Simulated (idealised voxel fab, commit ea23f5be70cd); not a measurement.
process module | voxel wiring stack
cross-section cut | 245 nm wide | cells 5 nm
A cross-section is a grid of square cells, given in bands from the top down. A band is one or more rows of cells.
Each band's line starts with the height of the band's top and of its bottom, in nm. Then come its materials from left to right, each with its width in nm. One material with "throughout" fills the band from edge to edge. "air" is empty space.
Height 0 is the level under which the wafer as received is all one material. The lowest band goes on downwards, as in "0 down".
A width such as "30 to 40" changes by the same amount from each row of cells to the next, from the band's top row to its bottom row.
"no change" after a step means that no cell of the cross-section changed.
closed voids: empty space of 8 cells or more with no open way to the top, each as width x height at its distance from the left edge, in nm
after a step's settings: what the simulator itself notes on the step
overlay nm, on a step with a mask: how far to the right of its planned place the mask lay; to the left if negative
plan
1 op RECEIVE | material Si
2 op CONFORMAL_DEP | material SiO2 | thk nm 10
3 op DIRECTIONAL_DEP | material TiN | thk nm 5
4 op DIRECTIONAL_DEP | material Ru | thk nm 15
5 op MASKED_ETCH | tone cover | mask id METAL_1 | width nm 20 | pitch nm 50 | etch materials Ru | depth nm 15 | overlay nm 0
6 op MASKED_ETCH | tone cover | mask id METAL_1 | width nm 20 | pitch nm 50 | etch materials TiN | depth nm 5 | overlay nm 0
7 op CONFORMAL_DEP | material SiN | thk nm 5
8 op FILL_DEP | material SiO2 | thk nm 5
9 op CMP | height nm 30
10 op CONFORMAL_DEP | material SiCN | thk nm 5
11 op DIRECTIONAL_DEP | material lowk | thk nm 15
12 op DIRECTIONAL_DEP | material aC | thk nm 10
13 op PATTERN | tone open | mask id METAL_2_HOLES | material resist | width nm 15 | pitch nm 100 | thk nm 30 | overlay nm 0
14 op DIRECTIONAL_ETCH | etch materials aC | depth nm 10
15 op STRIP | etch materials resist
16 op DIRECTIONAL_ETCH | etch materials lowk | depth nm 25
17 op STRIP | etch materials aC
18 op PATTERN | tone open | mask id METAL_2 | material resist | width nm 20 | pitch nm 50 | thk nm 15 | overlay nm 0
19 op DIRECTIONAL_ETCH | etch materials lowk | depth nm 15
20 op DIRECTIONAL_ETCH | etch materials SiCN | depth nm 5
21 op STRIP | etch materials resist
22 op CONFORMAL_DEP | material TiN | thk nm 5
23 op FILL_DEP | material Cu | thk nm 10
24 op CMP | height nm 60
25 op CONFORMAL_DEP | material SiCN | thk nm 5
varied across the wafers: thk nm of step 11. The plan shows the first wafer's value. All wafers start alike
first wafer as received, after step 1
  0 down: Si throughout
  closed voids: none
first wafer at the end, after step 25
  65 to 60: SiCN throughout
  60 to 55: Cu throughout
  55 to 50: TiN 40 | Cu 10 | TiN 40 | Cu 10 | TiN 40 | Cu 10 | TiN 40 | Cu 10 | TiN 45
  50 to 35: lowk 35 | TiN 5 | Cu 10 | TiN 5 | lowk 30 | TiN 5 | Cu 10 | TiN 5 | lowk 30 | TiN 5 | Cu 10 | TiN 5 | lowk 30 | TiN 5 | Cu 10 | TiN 5 | lowk 40
  35 to 30: SiCN 35 | TiN 20 | SiCN 30 | TiN 20 | SiCN 30 | TiN 20 | SiCN 30 | TiN 20 | SiCN 40
  30 to 15: SiO2 30 | SiN 5 | Ru 20 | SiN 5 | SiO2 20 | SiN 5 | Ru 20 | SiN 5 | SiO2 20 | SiN 5 | Ru 20 | SiN 5 | SiO2 20 | SiN 5 | Ru 20 | SiN 5 | SiO2 35
  15 to 10: SiN 35 | TiN 20 | SiN 30 | TiN 20 | SiN 30 | TiN 20 | SiN 30 | TiN 20 | SiN 40
  10 to 0: SiO2 throughout
  0 down: Si throughout
  closed voids: none
last wafer at the end
  65 to 60: SiCN throughout
  60 to 35: lowk 35 | TiN 5 | Cu 5 | TiN 5 | lowk 85 | TiN 5 | Cu 5 | TiN 5 | lowk 95
  35 to 30: SiCN 35 | TiN 15 | SiCN 85 | TiN 15 | SiCN 95
  30 to 15: SiO2 30 | SiN 5 | Ru 20 | SiN 5 | SiO2 20 | SiN 5 | Ru 20 | SiN 5 | SiO2 20 | SiN 5 | Ru 20 | SiN 5 | SiO2 20 | SiN 5 | Ru 20 | SiN 5 | SiO2 35
  15 to 10: SiN 35 | TiN 20 | SiN 30 | TiN 20 | SiN 30 | TiN 20 | SiN 30 | TiN 20 | SiN 40
  10 to 0: SiO2 throughout
  0 down: Si throughout
  closed voids: none
each wafer at the end: cells of each material gained (+) or lost (-) since it was received, then its closed voids
thk nm 15 | +81 Cu | +48 Ru | +82 SiCN | +57 SiN | +173 SiO2 | +97 TiN | +99 lowk | closed voids: none
thk nm 20 | +28 Cu | +48 Ru | +92 SiCN | +57 SiN | +173 SiO2 | +97 TiN | +142 lowk | closed voids: none
thk nm 25 | +22 Cu | +48 Ru | +92 SiCN | +57 SiN | +173 SiO2 | +60 TiN | +185 lowk | closed voids: none
thk nm 30 | +16 Cu | +48 Ru | +92 SiCN | +57 SiN | +173 SiO2 | +56 TiN | +195 lowk | closed voids: none
thk nm 35 | +10 Cu | +48 Ru | +92 SiCN | +57 SiN | +173 SiO2 | +52 TiN | +205 lowk | closed voids: none
thk nm 40 | +10 Cu | +48 Ru | +92 SiCN | +57 SiN | +173 SiO2 | +42 TiN | +215 lowk | closed voids: none
